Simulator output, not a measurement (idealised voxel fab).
The following process module bears the name voxel wiring stack.
Cross-section cut: width 235 nm, square cells of 5 nm.
Bands, listed from the top down, are how a cross-section gets written in this document; the cross-section itself is a grid of square cells, and a band is one or more rows of them. Quick guide to a band line: top height, bottom height (nm) up front; then every material left to right with its width in nm. Only one material and it's marked "edge to edge"? Then it fills the band edge to edge. And "air" just means empty space. Heights are expressed relative to 0, this being the level below which the as-received wafer comprises one material exclusively. The lowest band is unbounded in the downward direction and is denoted as in "0 and below". Width spec "30 to 40" -> top row of cells at first value, bottom row at second value, equal per-row change in between. You'll sometimes find "remained unchanged" written for a step, and that's the way of saying that nowhere in the cross-section did a cell change during that step. "Sealed cavities" specifies each empty space that is not open to the top and that occupies no fewer than 8 cells, using the form width x height at distance, the distance measured from the left edge and all three quantities in nm. Heads up: the bit after the settings on a step's line is the simulator's remark on that step. "overlay nm", when on a step's line for a step with a mask, measures how far to the right of its planned place the mask lay; a negative measure means to the left.

Here's what the planned process steps look like:
1,RECEIVE, material Si
2,CONFORMAL_DEP, material SiO2, thk nm 15
3,DIRECTIONAL_DEP, material TiN, thk nm 5
4,DIRECTIONAL_DEP, material W, thk nm 15
5,PATTERN, tone cover, mask id METAL_1, material resist, width nm 25, pitch nm 55, thk nm 20, overlay nm 0
6,DIRECTIONAL_ETCH, etch materials W, depth nm 15
7,DIRECTIONAL_ETCH, etch materials TiN, depth nm 5
8,STRIP, etch materials resist
9,CONFORMAL_DEP, material SiN, thk nm 5
10,FILL_DEP, material lowk, thk nm 10
11,CMP, height nm 35
12,CONFORMAL_DEP, material SiCN, thk nm 5
13,DIRECTIONAL_DEP, material SiO2, thk nm 20
14,DIRECTIONAL_DEP, material aC, thk nm 10
15,PATTERN, tone open, mask id PLUG_1, material resist, width nm 15, pitch nm 110, thk nm 30, overlay nm 0
16,DIRECTIONAL_ETCH, etch materials aC, depth nm 10
17,STRIP, etch materials resist
18,DIRECTIONAL_ETCH, etch materials SiO2, depth nm 20
19,DIRECTIONAL_ETCH, etch materials SiCN, depth nm 5
20,STRIP, etch materials aC
21,CONFORMAL_DEP, material TiN, thk nm 5
22,FILL_DEP, material Ru, thk nm 5
23,CMP, height nm 60
24,DIRECTIONAL_DEP, material TiN, thk nm 5
25,DIRECTIONAL_DEP, material Ru, thk nm 25
26,PATTERN, tone cover, mask id METAL_2, material resist, width nm 25, pitch nm 55, thk nm 20, overlay nm 0
27,DIRECTIONAL_ETCH, etch materials Ru, depth nm 25
28,DIRECTIONAL_ETCH, etch materials TiN, depth nm 5
29,STRIP, etch materials resist
30,FILL_DEP, material SiO2, thk nm 5
31,CMP, height nm 90
32,CONFORMAL_DEP, material SiCN, thk nm 5
33,DIRECTIONAL_DEP, material lowk, thk nm 25
34,MASKED_ETCH, tone open, mask id METAL_3_HOLES, width nm 15, pitch nm 110, etch materials lowk, depth nm 25, overlay nm 0
35,PATTERN, tone open, mask id METAL_3, material resist, width nm 25, pitch nm 55, thk nm 20, overlay nm 0
36,DIRECTIONAL_ETCH, etch materials lowk, depth nm 15
37,DIRECTIONAL_ETCH, etch materials SiCN, depth nm 5
38,STRIP, etch materials resist
39,CONFORMAL_DEP, material TiN, thk nm 5
40,FILL_DEP, material Cu, thk nm 10
41,CMP, height nm 120
42,CONFORMAL_DEP, material SiCN, thk nm 5
43,DIRECTIONAL_DEP, material SiO2, thk nm 15
44,PATTERN, tone open, mask id PLUG_3, material resist, width nm 15, pitch nm 55, thk nm 20, overlay nm 0
45,DIRECTIONAL_ETCH, etch materials SiO2, depth nm 15
46,DIRECTIONAL_ETCH, etch materials SiCN, depth nm 5
47,STRIP, etch materials resist
48,EPI, material Ru, thk nm 10
49,EPI, material Ru, thk nm 10
50,CONFORMAL_DEP, material SiCN, thk nm 5
51,DIRECTIONAL_DEP, material lowk, thk nm 15
52,MASKED_ETCH, tone open, mask id METAL_4, width nm 25, pitch nm 55, etch materials lowk, depth nm 15, overlay nm 0
53,MASKED_ETCH, tone open, mask id METAL_4, width nm 25, pitch nm 55, etch materials SiCN, depth nm 5, overlay nm 0
54,CONFORMAL_DEP, material TiN, thk nm 5
55,FILL_DEP, material Cu, thk nm 10
56,CMP, height nm 160
57,EPI, material Ru, thk nm 5
58,FILL_DEP, material SiCN, thk nm 5

First of two wafers: run as planned:

Cross-section of the wafer upon arrival, representing the state reached after step 1:
    0 and below = Si edge to edge
    Sealed cavities: none

Cross-section of the wafer subsequent to step 2:
    15 down to 0 = SiO2 edge to edge
    Lower than 0, everything is as it was.

Cross-section of the wafer subsequent to step 3:
    20 down to 15 = TiN edge to edge
    Lower than 15, everything is as it was.

Cross-section of the wafer subsequent to step 4:
    35 down to 20 = W edge to edge
    Lower than 20, everything is as it was.

Cross-section of the wafer subsequent to step 5:
    55 down to 35 = air (20), then resist (25), then air (30), then resist (25), then air (30), then resist (25), then air (30), then resist (25), then air (25)
    Lower than 35, everything is as it was.

Cross-section of the wafer subsequent to step 6:
    55 down to 35 = air (20), then resist (25), then air (30), then resist (25), then air (30), then resist (25), then air (30), then resist (25), then air (25)
    35 down to 20 = air (20), then W (25), then air (30), then W (25), then air (30), then W (25), then air (30), then W (25), then air (25)
    Lower than 20, everything is as it was.

Cross-section of the wafer subsequent to step 7:
    55 down to 35 = air (20), then resist (25), then air (30), then resist (25), then air (30), then resist (25), then air (30), then resist (25), then air (25)
    35 down to 20 = air (20), then W (25), then air (30), then W (25), then air (30), then W (25), then air (30), then W (25), then air (25)
    20 down to 15 = air (20), then TiN (25), then air (30), then TiN (25), then air (30), then TiN (25), then air (30), then TiN (25), then air (25)
    Lower than 15, everything is as it was.

Cross-section of the wafer subsequent to step 8:
    35 down to 20 = air (20), then W (25), then air (30), then W (25), then air (30), then W (25), then air (30), then W (25), then air (25)
    Lower than 20, everything is as it was.

Cross-section of the wafer subsequent to step 9:
    40 down to 35 = air (15), then SiN (35), then air (20), then SiN (35), then air (20), then SiN (35), then air (20), then SiN (35), then air (20)
    35 down to 20 = air (15), then SiN (5), then W (25), then SiN (5), then air (20), then SiN (5), then W (25), then SiN (5), then air (20), then SiN (5), then W (25), then SiN (5), then air (20), then SiN (5), then W (25), then SiN (5), then air (20)
    20 down to 15 = SiN (20), then TiN (25), then SiN (30), then TiN (25), then SiN (30), then TiN (25), then SiN (30), then TiN (25), then SiN (25)
    Lower than 15, everything is as it was.

Cross-section of the wafer subsequent to step 10:
    50 down to 40 = lowk edge to edge
    40 down to 35 = lowk (15), then SiN (35), then lowk (20), then SiN (35), then lowk (20), then SiN (35), then lowk (20), then SiN (35), then lowk (20)
    35 down to 20 = lowk (15), then SiN (5), then W (25), then SiN (5), then lowk (20), then SiN (5), then W (25), then SiN (5), then lowk (20), then SiN (5), then W (25), then SiN (5), then lowk (20), then SiN (5), then W (25), then SiN (5), then lowk (20)
    Lower than 20, everything is as it was.

Cross-section of the wafer subsequent to step 11:
    35 down to 20 = lowk (15), then SiN (5), then W (25), then SiN (5), then lowk (20), then SiN (5), then W (25), then SiN (5), then lowk (20), then SiN (5), then W (25), then SiN (5), then lowk (20), then SiN (5), then W (25), then SiN (5), then lowk (20)
    Lower than 20, everything is as it was.

Cross-section of the wafer subsequent to step 12:
    40 down to 35 = SiCN edge to edge
    Lower than 35, everything is as it was.

Cross-section of the wafer subsequent to step 13:
    60 down to 40 = SiO2 edge to edge
    Lower than 40, everything is as it was.

Cross-section of the wafer subsequent to step 14:
    70 down to 60 = aC edge to edge
    Lower than 60, everything is as it was.

Cross-section of the wafer subsequent to step 15:
    100 down to 70 = resist (20), then air (15), then resist (95), then air (15), then resist (90)
    Lower than 70, everything is as it was.

Cross-section of the wafer subsequent to step 16:
    90 down to 70 = resist (20), then air (15), then resist (95), then air (15), then resist (90)
    70 down to 60 = aC (20), then air (15), then aC (95), then air (15), then aC (90)
    Lower than 60, everything is as it was.

Cross-section of the wafer subsequent to step 17:
    70 down to 60 = aC (20), then air (15), then aC (95), then air (15), then aC (90)
    Lower than 60, everything is as it was.

Cross-section of the wafer subsequent to step 18:
    70 down to 60 = aC (20), then air (15), then aC (95), then air (15), then aC (90)
    60 down to 40 = SiO2 (20), then air (15), then SiO2 (95), then air (15), then SiO2 (90)
    Lower than 40, everything is as it was.

Cross-section of the wafer subsequent to step 19:
    70 down to 60 = aC (20), then air (15), then aC (95), then air (15), then aC (90)
    60 down to 40 = SiO2 (20), then air (15), then SiO2 (95), then air (15), then SiO2 (90)
    40 down to 35 = SiCN (20), then air (15), then SiCN (95), then air (15), then SiCN (90)
    Lower than 35, everything is as it was.

Cross-section of the wafer subsequent to step 20:
    60 down to 40 = SiO2 (20), then air (15), then SiO2 (95), then air (15), then SiO2 (90)
    Lower than 40, everything is as it was.

Cross-section of the wafer subsequent to step 21:
    65 down to 60 = TiN (25), then air (5), then TiN (105), then air (5), then TiN (95)
    60 down to 40 = SiO2 (20), then TiN (5), then air (5), then TiN (5), then SiO2 (95), then TiN (5), then air (5), then TiN (5), then SiO2 (90)
    40 down to 35 = SiCN (20), then TiN (15), then SiCN (95), then TiN (15), then SiCN (90)
    Lower than 35, everything is as it was.

Cross-section of the wafer subsequent to step 22:
    70 down to 65 = Ru edge to edge
    65 down to 60 = TiN (25), then Ru (5), then TiN (105), then Ru (5), then TiN (95)
    60 down to 40 = SiO2 (20), then TiN (5), then Ru (5), then TiN (5), then SiO2 (95), then TiN (5), then Ru (5), then TiN (5), then SiO2 (90)
    Lower than 40, everything is as it was.

Cross-section of the wafer subsequent to step 23:
    60 down to 40 = SiO2 (20), then TiN (5), then Ru (5), then TiN (5), then SiO2 (95), then TiN (5), then Ru (5), then TiN (5), then SiO2 (90)
    Lower than 40, everything is as it was.

Cross-section of the wafer subsequent to step 24:
    65 down to 60 = TiN edge to edge
    Lower than 60, everything is as it was.

Cross-section of the wafer subsequent to step 25:
    90 down to 65 = Ru edge to edge
    Lower than 65, everything is as it was.

Cross-section of the wafer subsequent to step 26:
    110 down to 90 = air (20), then resist (25), then air (30), then resist (25), then air (30), then resist (25), then air (30), then resist (25), then air (25)
    Lower than 90, everything is as it was.

Cross-section of the wafer subsequent to step 27:
    110 down to 90 = air (20), then resist (25), then air (30), then resist (25), then air (30), then resist (25), then air (30), then resist (25), then air (25)
    90 down to 65 = air (20), then Ru (25), then air (30), then Ru (25), then air (30), then Ru (25), then air (30), then Ru (25), then air (25)
    Lower than 65, everything is as it was.

Cross-section of the wafer subsequent to step 28:
    110 down to 90 = air (20), then resist (25), then air (30), then resist (25), then air (30), then resist (25), then air (30), then resist (25), then air (25)
    90 down to 65 = air (20), then Ru (25), then air (30), then Ru (25), then air (30), then Ru (25), then air (30), then Ru (25), then air (25)
    65 down to 60 = air (20), then TiN (25), then air (30), then TiN (25), then air (30), then TiN (25), then air (30), then TiN (25), then air (25)
    Lower than 60, everything is as it was.

Cross-section of the wafer subsequent to step 29:
    90 down to 65 = air (20), then Ru (25), then air (30), then Ru (25), then air (30), then Ru (25), then air (30), then Ru (25), then air (25)
    Lower than 65, everything is as it was.

Cross-section of the wafer subsequent to step 30:
    95 down to 90 = SiO2 edge to edge
    90 down to 65 = SiO2 (20), then Ru (25), then SiO2 (30), then Ru (25), then SiO2 (30), then Ru (25), then SiO2 (30), then Ru (25), then SiO2 (25)
    65 down to 60 = SiO2 (20), then TiN (25), then SiO2 (30), then TiN (25), then SiO2 (30), then TiN (25), then SiO2 (30), then TiN (25), then SiO2 (25)
    Lower than 60, everything is as it was.

Cross-section of the wafer subsequent to step 31:
    90 down to 65 = SiO2 (20), then Ru (25), then SiO2 (30), then Ru (25), then SiO2 (30), then Ru (25), then SiO2 (30), then Ru (25), then SiO2 (25)
    Lower than 65, everything is as it was.

Cross-section of the wafer subsequent to step 32:
    95 down to 90 = SiCN edge to edge
    Lower than 90, everything is as it was.

Cross-section of the wafer subsequent to step 33:
    120 down to 95 = lowk edge to edge
    Lower than 95, everything is as it was.

Cross-section of the wafer subsequent to step 34:
    120 down to 95 = lowk (20), then air (15), then lowk (95), then air (15), then lowk (90)
    Lower than 95, everything is as it was.

Cross-section of the wafer subsequent to step 35:
    140 down to 120 = resist (20), then air (25), then resist (30), then air (25), then resist (30), then air (25), then resist (30), then air (25), then resist (25)
    Lower than 120, everything is as it was.

Cross-section of the wafer subsequent to step 36:
    140 down to 120 = resist (20), then air (25), then resist (30), then air (25), then resist (30), then air (25), then resist (30), then air (25), then resist (25)
    120 down to 105 = lowk (20), then air (25), then lowk (30), then air (25), then lowk (30), then air (25), then lowk (30), then air (25), then lowk (25)
    Lower than 105, everything is as it was.

Cross-section of the wafer subsequent to step 37:
    140 down to 120 = resist (20), then air (25), then resist (30), then air (25), then resist (30), then air (25), then resist (30), then air (25), then resist (25)
    120 down to 105 = lowk (20), then air (25), then lowk (30), then air (25), then lowk (30), then air (25), then lowk (30), then air (25), then lowk (25)
    105 down to 95 = lowk (20), then air (15), then lowk (95), then air (15), then lowk (90)
    95 down to 90 = SiCN (20), then air (15), then SiCN (95), then air (15), then SiCN (90)
    Lower than 90, everything is as it was.

Cross-section of the wafer subsequent to step 38:
    120 down to 105 = lowk (20), then air (25), then lowk (30), then air (25), then lowk (30), then air (25), then lowk (30), then air (25), then lowk (25)
    Lower than 105, everything is as it was.

Cross-section of the wafer subsequent to step 39:
    125 down to 120 = TiN (25), then air (15), then TiN (40), then air (15), then TiN (40), then air (15), then TiN (40), then air (15), then TiN (30)
    120 down to 110 = lowk (20), then TiN (5), then air (15), then TiN (5), then lowk (30), then TiN (5), then air (15), then TiN (5), then lowk (30), then TiN (5), then air (15), then TiN (5), then lowk (30), then TiN (5), then air (15), then TiN (5), then lowk (25)
    110 down to 105 = lowk (20), then TiN (5), then air (5), then TiN (15), then lowk (30), then TiN (25), then lowk (30), then TiN (5), then air (5), then TiN (15), then lowk (30), then TiN (25), then lowk (25)
    105 down to 95 = lowk (20), then TiN (5), then air (5), then TiN (5), then lowk (95), then TiN (5), then air (5), then TiN (5), then lowk (90)
    95 down to 90 = SiCN (20), then TiN (15), then SiCN (95), then TiN (15), then SiCN (90)
    Lower than 90, everything is as it was.

Cross-section of the wafer subsequent to step 40:
    135 down to 125 = Cu edge to edge
    125 down to 120 = TiN (25), then Cu (15), then TiN (40), then Cu (15), then TiN (40), then Cu (15), then TiN (40), then Cu (15), then TiN (30)
    120 down to 110 = lowk (20), then TiN (5), then Cu (15), then TiN (5), then lowk (30), then TiN (5), then Cu (15), then TiN (5), then lowk (30), then TiN (5), then Cu (15), then TiN (5), then lowk (30), then TiN (5), then Cu (15), then TiN (5), then lowk (25)
    110 down to 105 = lowk (20), then TiN (5), then Cu (5), then TiN (15), then lowk (30), then TiN (25), then lowk (30), then TiN (5), then Cu (5), then TiN (15), then lowk (30), then TiN (25), then lowk (25)
    105 down to 95 = lowk (20), then TiN (5), then Cu (5), then TiN (5), then lowk (95), then TiN (5), then Cu (5), then TiN (5), then lowk (90)
    Lower than 95, everything is as it was.

Cross-section of the wafer subsequent to step 41:
    120 down to 110 = lowk (20), then TiN (5), then Cu (15), then TiN (5), then lowk (30), then TiN (5), then Cu (15), then TiN (5), then lowk (30), then TiN (5), then Cu (15), then TiN (5), then lowk (30), then TiN (5), then Cu (15), then TiN (5), then lowk (25)
    Lower than 110, everything is as it was.

Cross-section of the wafer subsequent to step 42:
    125 down to 120 = SiCN edge to edge
    Lower than 120, everything is as it was.

Cross-section of the wafer subsequent to step 43:
    140 down to 125 = SiO2 edge to edge
    Lower than 125, everything is as it was.

Cross-section of the wafer subsequent to step 44:
    160 down to 140 = resist (20), then air (15), then resist (40), then air (15), then resist (40), then air (15), then resist (40), then air (15), then resist (35)
    Lower than 140, everything is as it was.

Cross-section of the wafer subsequent to step 45:
    160 down to 140 = resist (20), then air (15), then resist (40), then air (15), then resist (40), then air (15), then resist (40), then air (15), then resist (35)
    140 down to 125 = SiO2 (20), then air (15), then SiO2 (40), then air (15), then SiO2 (40), then air (15), then SiO2 (40), then air (15), then SiO2 (35)
    Lower than 125, everything is as it was.

Cross-section of the wafer subsequent to step 46:
    160 down to 140 = resist (20), then air (15), then resist (40), then air (15), then resist (40), then air (15), then resist (40), then air (15), then resist (35)
    140 down to 125 = SiO2 (20), then air (15), then SiO2 (40), then air (15), then SiO2 (40), then air (15), then SiO2 (40), then air (15), then SiO2 (35)
    125 down to 120 = SiCN (20), then air (15), then SiCN (40), then air (15), then SiCN (40), then air (15), then SiCN (40), then air (15), then SiCN (35)
    Lower than 120, everything is as it was.

Cross-section of the wafer subsequent to step 47:
    140 down to 125 = SiO2 (20), then air (15), then SiO2 (40), then air (15), then SiO2 (40), then air (15), then SiO2 (40), then air (15), then SiO2 (35)
    Lower than 125, everything is as it was.

Cross-section of the wafer subsequent to step 48:
    140 down to 130 = SiO2 (20), then air (15), then SiO2 (40), then air (15), then SiO2 (40), then air (15), then SiO2 (40), then air (15), then SiO2 (35)
    130 down to 125 = SiO2 (20), then Ru (15), then SiO2 (40), then Ru (15), then SiO2 (40), then Ru (15), then SiO2 (40), then Ru (15), then SiO2 (35)
    125 down to 120 = SiCN (20), then Ru (15), then SiCN (40), then Ru (15), then SiCN (40), then Ru (15), then SiCN (40), then Ru (15), then SiCN (35)
    Lower than 120, everything is as it was.

Cross-section of the wafer subsequent to step 49:
    140 down to 125 = SiO2 (20), then Ru (15), then SiO2 (40), then Ru (15), then SiO2 (40), then Ru (15), then SiO2 (40), then Ru (15), then SiO2 (35)
    Lower than 125, everything is as it was.

Cross-section of the wafer subsequent to step 50:
    145 down to 140 = SiCN edge to edge
    Lower than 140, everything is as it was.

Cross-section of the wafer subsequent to step 51:
    160 down to 145 = lowk edge to edge
    Lower than 145, everything is as it was.

Cross-section of the wafer subsequent to step 52:
    160 down to 145 = lowk (20), then air (25), then lowk (30), then air (25), then lowk (30), then air (25), then lowk (30), then air (25), then lowk (25)
    Lower than 145, everything is as it was.

Cross-section of the wafer subsequent to step 53:
    160 down to 145 = lowk (20), then air (25), then lowk (30), then air (25), then lowk (30), then air (25), then lowk (30), then air (25), then lowk (25)
    145 down to 140 = SiCN (20), then air (25), then SiCN (30), then air (25), then SiCN (30), then air (25), then SiCN (30), then air (25), then SiCN (25)
    Lower than 140, everything is as it was.

Cross-section of the wafer subsequent to step 54:
    165 down to 160 = TiN (25), then air (15), then TiN (40), then air (15), then TiN (40), then air (15), then TiN (40), then air (15), then TiN (30)
    160 down to 145 = lowk (20), then TiN (5), then air (15), then TiN (5), then lowk (30), then TiN (5), then air (15), then TiN (5), then lowk (30), then TiN (5), then air (15), then TiN (5), then lowk (30), then TiN (5), then air (15), then TiN (5), then lowk (25)
    145 down to 140 = SiCN (20), then TiN (25), then SiCN (30), then TiN (25), then SiCN (30), then TiN (25), then SiCN (30), then TiN (25), then SiCN (25)
    Lower than 140, everything is as it was.

Cross-section of the wafer subsequent to step 55:
    175 down to 165 = Cu edge to edge
    165 down to 160 = TiN (25), then Cu (15), then TiN (40), then Cu (15), then TiN (40), then Cu (15), then TiN (40), then Cu (15), then TiN (30)
    160 down to 145 = lowk (20), then TiN (5), then Cu (15), then TiN (5), then lowk (30), then TiN (5), then Cu (15), then TiN (5), then lowk (30), then TiN (5), then Cu (15), then TiN (5), then lowk (30), then TiN (5), then Cu (15), then TiN (5), then lowk (25)
    Lower than 145, everything is as it was.

Cross-section of the wafer subsequent to step 56:
    160 down to 145 = lowk (20), then TiN (5), then Cu (15), then TiN (5), then lowk (30), then TiN (5), then Cu (15), then TiN (5), then lowk (30), then TiN (5), then Cu (15), then TiN (5), then lowk (30), then TiN (5), then Cu (15), then TiN (5), then lowk (25)
    Lower than 145, everything is as it was.

Cross-section of the wafer subsequent to step 57:
    165 down to 160 = air (15), then Ru (35), then air (20), then Ru (35), then air (20), then Ru (35), then air (20), then Ru (35), then air (20)
    Lower than 160, everything is as it was.

Cross-section of the wafer subsequent to step 58:
    170 down to 165 = SiCN edge to edge
    165 down to 160 = SiCN (15), then Ru (35), then SiCN (20), then Ru (35), then SiCN (20), then Ru (35), then SiCN (20), then Ru (35), then SiCN (20)
    Lower than 160, everything is as it was.

Notes, second wafer: start = first wafer's, plan = first wafer's, execution had one mistake; history identical to first through step 31:

when step 32 should have ended:
    95 down to 90 = W edge to edge
    Lower than 90, everything is as it was.

when step 33 should have ended:
    120 down to 95 = lowk edge to edge
    Lower than 95, everything is as it was.

when step 34 should have ended:
    120 down to 95 = lowk (20), then air (15), then lowk (95), then air (15), then lowk (90)
    Lower than 95, everything is as it was.

when step 35 should have ended:
    140 down to 120 = resist (20), then air (25), then resist (30), then air (25), then resist (30), then air (25), then resist (30), then air (25), then resist (25)
    Lower than 120, everything is as it was.

when step 36 should have ended:
    140 down to 120 = resist (20), then air (25), then resist (30), then air (25), then resist (30), then air (25), then resist (30), then air (25), then resist (25)
    120 down to 105 = lowk (20), then air (25), then lowk (30), then air (25), then lowk (30), then air (25), then lowk (30), then air (25), then lowk (25)
    Lower than 105, everything is as it was.

when step 37 should have ended: remained unchanged

when step 38 should have ended:
    120 down to 105 = lowk (20), then air (25), then lowk (30), then air (25), then lowk (30), then air (25), then lowk (30), then air (25), then lowk (25)
    Lower than 105, everything is as it was.

when step 39 should have ended:
    125 down to 120 = TiN (25), then air (15), then TiN (40), then air (15), then TiN (40), then air (15), then TiN (40), then air (15), then TiN (30)
    120 down to 110 = lowk (20), then TiN (5), then air (15), then TiN (5), then lowk (30), then TiN (5), then air (15), then TiN (5), then lowk (30), then TiN (5), then air (15), then TiN (5), then lowk (30), then TiN (5), then air (15), then TiN (5), then lowk (25)
    110 down to 105 = lowk (20), then TiN (5), then air (5), then TiN (15), then lowk (30), then TiN (25), then lowk (30), then TiN (5), then air (5), then TiN (15), then lowk (30), then TiN (25), then lowk (25)
    105 down to 100 = lowk (20), then TiN (5), then air (5), then TiN (5), then lowk (95), then TiN (5), then air (5), then TiN (5), then lowk (90)
    100 down to 95 = lowk (20), then TiN (15), then lowk (95), then TiN (15), then lowk (90)
    Lower than 95, everything is as it was.

when step 40 should have ended:
    135 down to 125 = Cu edge to edge
    125 down to 120 = TiN (25), then Cu (15), then TiN (40), then Cu (15), then TiN (40), then Cu (15), then TiN (40), then Cu (15), then TiN (30)
    120 down to 110 = lowk (20), then TiN (5), then Cu (15), then TiN (5), then lowk (30), then TiN (5), then Cu (15), then TiN (5), then lowk (30), then TiN (5), then Cu (15), then TiN (5), then lowk (30), then TiN (5), then Cu (15), then TiN (5), then lowk (25)
    110 down to 105 = lowk (20), then TiN (5), then Cu (5), then TiN (15), then lowk (30), then TiN (25), then lowk (30), then TiN (5), then Cu (5), then TiN (15), then lowk (30), then TiN (25), then lowk (25)
    105 down to 100 = lowk (20), then TiN (5), then Cu (5), then TiN (5), then lowk (95), then TiN (5), then Cu (5), then TiN (5), then lowk (90)
    Lower than 100, everything is as it was.

when step 41 should have ended:
    120 down to 110 = lowk (20), then TiN (5), then Cu (15), then TiN (5), then lowk (30), then TiN (5), then Cu (15), then TiN (5), then lowk (30), then TiN (5), then Cu (15), then TiN (5), then lowk (30), then TiN (5), then Cu (15), then TiN (5), then lowk (25)
    Lower than 110, everything is as it was.

when step 42 should have ended:
    125 down to 120 = SiCN edge to edge
    Lower than 120, everything is as it was.

when step 43 should have ended:
    140 down to 125 = SiO2 edge to edge
    Lower than 125, everything is as it was.

when step 44 should have ended:
    160 down to 140 = resist (20), then air (15), then resist (40), then air (15), then resist (40), then air (15), then resist (40), then air (15), then resist (35)
    Lower than 140, everything is as it was.

when step 45 should have ended:
    160 down to 140 = resist (20), then air (15), then resist (40), then air (15), then resist (40), then air (15), then resist (40), then air (15), then resist (35)
    140 down to 125 = SiO2 (20), then air (15), then SiO2 (40), then air (15), then SiO2 (40), then air (15), then SiO2 (40), then air (15), then SiO2 (35)
    Lower than 125, everything is as it was.

when step 46 should have ended:
    160 down to 140 = resist (20), then air (15), then resist (40), then air (15), then resist (40), then air (15), then resist (40), then air (15), then resist (35)
    140 down to 125 = SiO2 (20), then air (15), then SiO2 (40), then air (15), then SiO2 (40), then air (15), then SiO2 (40), then air (15), then SiO2 (35)
    125 down to 120 = SiCN (20), then air (15), then SiCN (40), then air (15), then SiCN (40), then air (15), then SiCN (40), then air (15), then SiCN (35)
    Lower than 120, everything is as it was.

when step 47 should have ended:
    140 down to 125 = SiO2 (20), then air (15), then SiO2 (40), then air (15), then SiO2 (40), then air (15), then SiO2 (40), then air (15), then SiO2 (35)
    Lower than 125, everything is as it was.

when step 48 should have ended:
    140 down to 130 = SiO2 (20), then air (15), then SiO2 (40), then air (15), then SiO2 (40), then air (15), then SiO2 (40), then air (15), then SiO2 (35)
    130 down to 125 = SiO2 (20), then Ru (15), then SiO2 (40), then Ru (15), then SiO2 (40), then Ru (15), then SiO2 (40), then Ru (15), then SiO2 (35)
    125 down to 120 = SiCN (20), then Ru (15), then SiCN (40), then Ru (15), then SiCN (40), then Ru (15), then SiCN (40), then Ru (15), then SiCN (35)
    Lower than 120, everything is as it was.

when step 49 should have ended:
    140 down to 125 = SiO2 (20), then Ru (15), then SiO2 (40), then Ru (15), then SiO2 (40), then Ru (15), then SiO2 (40), then Ru (15), then SiO2 (35)
    Lower than 125, everything is as it was.

when step 50 should have ended:
    145 down to 140 = SiCN edge to edge
    Lower than 140, everything is as it was.

when step 51 should have ended:
    160 down to 145 = lowk edge to edge
    Lower than 145, everything is as it was.

when step 52 should have ended:
    160 down to 145 = lowk (20), then air (25), then lowk (30), then air (25), then lowk (30), then air (25), then lowk (30), then air (25), then lowk (25)
    Lower than 145, everything is as it was.

when step 53 should have ended:
    160 down to 145 = lowk (20), then air (25), then lowk (30), then air (25), then lowk (30), then air (25), then lowk (30), then air (25), then lowk (25)
    145 down to 140 = SiCN (20), then air (25), then SiCN (30), then air (25), then SiCN (30), then air (25), then SiCN (30), then air (25), then SiCN (25)
    Lower than 140, everything is as it was.

when step 54 should have ended:
    165 down to 160 = TiN (25), then air (15), then TiN (40), then air (15), then TiN (40), then air (15), then TiN (40), then air (15), then TiN (30)
    160 down to 145 = lowk (20), then TiN (5), then air (15), then TiN (5), then lowk (30), then TiN (5), then air (15), then TiN (5), then lowk (30), then TiN (5), then air (15), then TiN (5), then lowk (30), then TiN (5), then air (15), then TiN (5), then lowk (25)
    145 down to 140 = SiCN (20), then TiN (25), then SiCN (30), then TiN (25), then SiCN (30), then TiN (25), then SiCN (30), then TiN (25), then SiCN (25)
    Lower than 140, everything is as it was.

when step 55 should have ended:
    175 down to 165 = Cu edge to edge
    165 down to 160 = TiN (25), then Cu (15), then TiN (40), then Cu (15), then TiN (40), then Cu (15), then TiN (40), then Cu (15), then TiN (30)
    160 down to 145 = lowk (20), then TiN (5), then Cu (15), then TiN (5), then lowk (30), then TiN (5), then Cu (15), then TiN (5), then lowk (30), then TiN (5), then Cu (15), then TiN (5), then lowk (30), then TiN (5), then Cu (15), then TiN (5), then lowk (25)
    Lower than 145, everything is as it was.

when step 56 should have ended:
    160 down to 145 = lowk (20), then TiN (5), then Cu (15), then TiN (5), then lowk (30), then TiN (5), then Cu (15), then TiN (5), then lowk (30), then TiN (5), then Cu (15), then TiN (5), then lowk (30), then TiN (5), then Cu (15), then TiN (5), then lowk (25)
    Lower than 145, everything is as it was.

when step 57 should have ended:
    165 down to 160 = air (15), then Ru (35), then air (20), then Ru (35), then air (20), then Ru (35), then air (20), then Ru (35), then air (20)
    Lower than 160, everything is as it was.

when step 58 should have ended:
    170 down to 165 = SiCN edge to edge
    165 down to 160 = SiCN (15), then Ru (35), then SiCN (20), then Ru (35), then SiCN (20), then Ru (35), then SiCN (20), then Ru (35), then SiCN (20)
    Lower than 160, everything is as it was.
Processing error: step 32 did not happen as planned, as run it was CONFORMAL_DEP, material W, thk nm 5
The second wafer ends with more or fewer cells of some materials than the first, per final count: 2 fewer of Cu; 41 fewer of SiCN; 4 fewer of TiN; 47 more of W
